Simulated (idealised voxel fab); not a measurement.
Proc. module: voxel self aligned vias
The figure presents cross-section cut, which has a width of 215 nm and is divided into square cells with an edge length of 5 nm.
This document writes a cross-section as a grid whose cells are square, and gives it as bands, listed from the top down; one or more rows of cells form a band.
The band entry comprises the height of the band's top followed by the height of its bottom, expressed in nm, and subsequently the band's materials from left to right, each stated together with its width in nm. Where a single material is marked with the word "everywhere", that material fills the band from edge to edge. The word "air" represents empty space.
We count height from 0. Below that, the starting wafer is all one material. The lowest band never ends at the bottom but goes on down; see "0 -> down" for how that is written.
Width spec "30 to 40" -> top row of cells at first value, bottom row at second value, equal per-row change in between.
Any step labelled "nothing changed" changed none of the cells in the cross-section.
Empty spaces counting at least 8 cells and having no open way to the top are listed in "Closed void list". The notation width x height at distance is used for each, the distance being from the left edge and all three values in nm.
That trailing text on a step's line, after the settings, is the simulator's own remark on the step.
The "overlay nm" setting may appear on a step's line; for a step that uses a mask, it gives how far to the right of its planned position the mask lay, and a negative value indicates the left.

[Process steps - plan]
1: RECEIVE, material Si
2: CONFORMAL_DEP, material SiO2, thk nm 10
3: CONFORMAL_DEP, material SiCN, thk nm 5
4: DIRECTIONAL_DEP, material lowk, thk nm 20
5: DIRECTIONAL_DEP, material aC, thk nm 15
6: PATTERN, tone open, mask id LINES, material resist, width nm 30, pitch nm 75, thk nm 35, overlay nm 0
7: DIRECTIONAL_ETCH, etch materials aC, depth nm 15
8: STRIP, etch materials resist
9: DIRECTIONAL_ETCH, etch materials lowk, depth nm 20
10: STRIP, etch materials aC
11: CONFORMAL_DEP, material TiN, thk nm 5
12: FILL_DEP, material Ru, thk nm 10
13: CMP, height nm 35
14: SELECTIVE_ETCH, etch materials W Ru TiN, depth nm 5
15: FILL_DEP, material SiN, thk nm 5
16: CMP, height nm 35
17: DIRECTIONAL_DEP, material lowk, thk nm 15
18: DIRECTIONAL_DEP, material aC, thk nm 15
19: PATTERN, tone open, mask id VIAS, material resist, width nm 50, pitch nm 75, thk nm 30, overlay nm 0
20: DIRECTIONAL_ETCH, etch materials aC, depth nm 15
21: STRIP, etch materials resist
22: DIRECTIONAL_ETCH, etch materials lowk, depth nm 15
23: DIRECTIONAL_ETCH, etch materials SiN, depth nm 5
24: STRIP, etch materials aC
25: CONFORMAL_DEP, material TiN, thk nm 5
26: FILL_DEP, material Ru, thk nm 5
27: CMP, height nm 50
28: CONFORMAL_DEP, material SiCN, thk nm 5

[Incoming wafer, cross-sectional view, post step 1]
- 0 -> down = Si everywhere
- Closed void list: none

[Post-module cross-section: identical start and plan to those above, one misstep in execution]
- 55 -> 50 = SiCN everywhere
- 50 -> 40 = 50 lowk / 5 TiN / 35 Ru / 5 TiN / 30 lowk / 5 TiN / 35 Ru / 5 TiN / 45 lowk
- 40 -> 35 = 50 lowk / 10 TiN / 20 Ru / 15 TiN / 30 lowk / 10 TiN / 20 Ru / 15 TiN / 45 lowk
- 35 -> 30 = 55 lowk / 30 TiN / 45 lowk / 30 TiN / 55 lowk
- 30 -> 20 = 55 lowk / 5 TiN / 20 Ru / 5 TiN / 45 lowk / 5 TiN / 20 Ru / 5 TiN / 55 lowk
- 20 -> 15 = 55 lowk / 30 TiN / 45 lowk / 30 TiN / 55 lowk
- 15 -> 10 = SiCN everywhere
- 10 -> 0 = SiO2 everywhere
- 0 -> down = Si everywhere
- Closed void list: none
Against the plan, the run slipped here: rather than as planned, step 19 actually ran as PATTERN, tone open, mask id VIAS, material resist, width nm 45, pitch nm 75, thk nm 30, overlay nm 0
